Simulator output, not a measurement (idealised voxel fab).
process module | voxel gate over fins
cross-section cut | 145 nm wide | cells 5 nm
A cross-section is a grid of square cells, given in bands from the top down. A band is one or more rows of cells.
Each band's line starts with the height of the band's top and of its bottom, in nm. Then come its materials from left to right, each with its width in nm. One material with "throughout" fills the band from edge to edge. "air" is empty space.
Height 0 is the level under which the wafer as received is all one material. The lowest band goes on downwards, as in "0 down".
A width such as "30 to 40" changes by the same amount from each row of cells to the next, from the band's top row to its bottom row.
"no change" after a step means that no cell of the cross-section changed.
closed voids: empty space of 8 cells or more with no open way to the top, each as width x height at its distance from the left edge, in nm
after a step's settings: what the simulator itself notes on the step
overlay nm, on a step with a mask: how far to the right of its planned place the mask lay; to the left if negative
plan
1 op RECEIVE | material Si
2 op CONFORMAL_DEP | material SiN | thk nm 10
3 op DIRECTIONAL_DEP | material aC | thk nm 15
4 op PATTERN | tone cover | mask id FINS | material resist | width nm 15 | pitch nm 40 | thk nm 35 | overlay nm 0
5 op DIRECTIONAL_ETCH | etch materials aC | depth nm 15
6 op STRIP | etch materials resist
7 op DIRECTIONAL_ETCH | etch materials SiN | depth nm 10
8 op DIRECTIONAL_ETCH | etch materials Si | depth nm 30
9 op STRIP | etch materials aC
10 op OXIDIZE | depth nm 5
11 op FILL_DEP | material SiO2 | thk nm 10
12 op CMP | height nm 10
13 op SELECTIVE_ETCH | etch materials SiO2 | depth nm 25
14 op STRIP | etch materials SiN
15 op CONFORMAL_DEP | material HfO2 | thk nm 5
16 op CONFORMAL_DEP | material TiN | thk nm 5
17 op FILL_DEP | material W | thk nm 10
18 op CMP | height nm 15
19 op CONFORMAL_DEP | material SiN | thk nm 5
varied across the wafers: thk nm of step 15. The plan shows the first wafer's value. All wafers start alike
first wafer as received, after step 1
  0 down: Si throughout
  closed voids: none
first wafer at the end, after step 19
  20 to 15: SiN throughout
  15 to 10: W throughout
  10 to 5: W 20 | TiN 25 | W 15 | TiN 25 | W 15 | TiN 25 | W 20
  5 to 0: W 20 | TiN 5 | HfO2 15 | TiN 5 | W 15 | TiN 5 | HfO2 15 | TiN 5 | W 15 | TiN 5 | HfO2 15 | TiN 5 | W 20
  0 to -5: W 20 | TiN 5 | HfO2 5 | Si 5 | HfO2 5 | TiN 5 | W 15 | TiN 5 | HfO2 5 | Si 5 | HfO2 5 | TiN 5 | W 15 | TiN 5 | HfO2 5 | Si 5 | HfO2 5 | TiN 5 | W 20
  -5 to -10: TiN 25 | HfO2 5 | Si 5 | HfO2 5 | TiN 25 | HfO2 5 | Si 5 | HfO2 5 | TiN 25 | HfO2 5 | Si 5 | HfO2 5 | TiN 25
  -10 to -15: HfO2 30 | Si 5 | HfO2 35 | Si 5 | HfO2 35 | Si 5 | HfO2 30
  -15 to -35: SiO2 30 | Si 5 | SiO2 35 | Si 5 | SiO2 35 | Si 5 | SiO2 30
  -35 down: Si throughout
  closed voids: none
last wafer at the end
  20 to 15: SiN throughout
  15 to 10: W 5 | TiN 5 | HfO2 125 | TiN 5 | W 5
  10 to 5: TiN 10 | HfO2 125 | TiN 10
  5 to 0: HfO2 throughout
  0 to -15: HfO2 30 | Si 5 | HfO2 35 | Si 5 | HfO2 35 | Si 5 | HfO2 30
  -15 to -35: SiO2 30 | Si 5 | SiO2 35 | Si 5 | SiO2 35 | Si 5 | SiO2 30
  -35 down: Si throughout
  closed voids: none
each wafer at the end: cells of each material gained (+) or lost (-) since it was received, then its closed voids
thk nm 5 | +47 HfO2 | -182 Si | +29 SiN | +104 SiO2 | +47 TiN | +71 W | closed voids: none
thk nm 10 | +94 HfO2 | -182 Si | +29 SiN | +104 SiO2 | +47 TiN | +24 W | closed voids: none
thk nm 15 | +141 HfO2 | -182 Si | +29 SiN | +104 SiO2 | +16 TiN | +8 W | closed voids: none
thk nm 20 | +157 HfO2 | -182 Si | +29 SiN | +104 SiO2 | +6 TiN | +2 W | closed voids: none
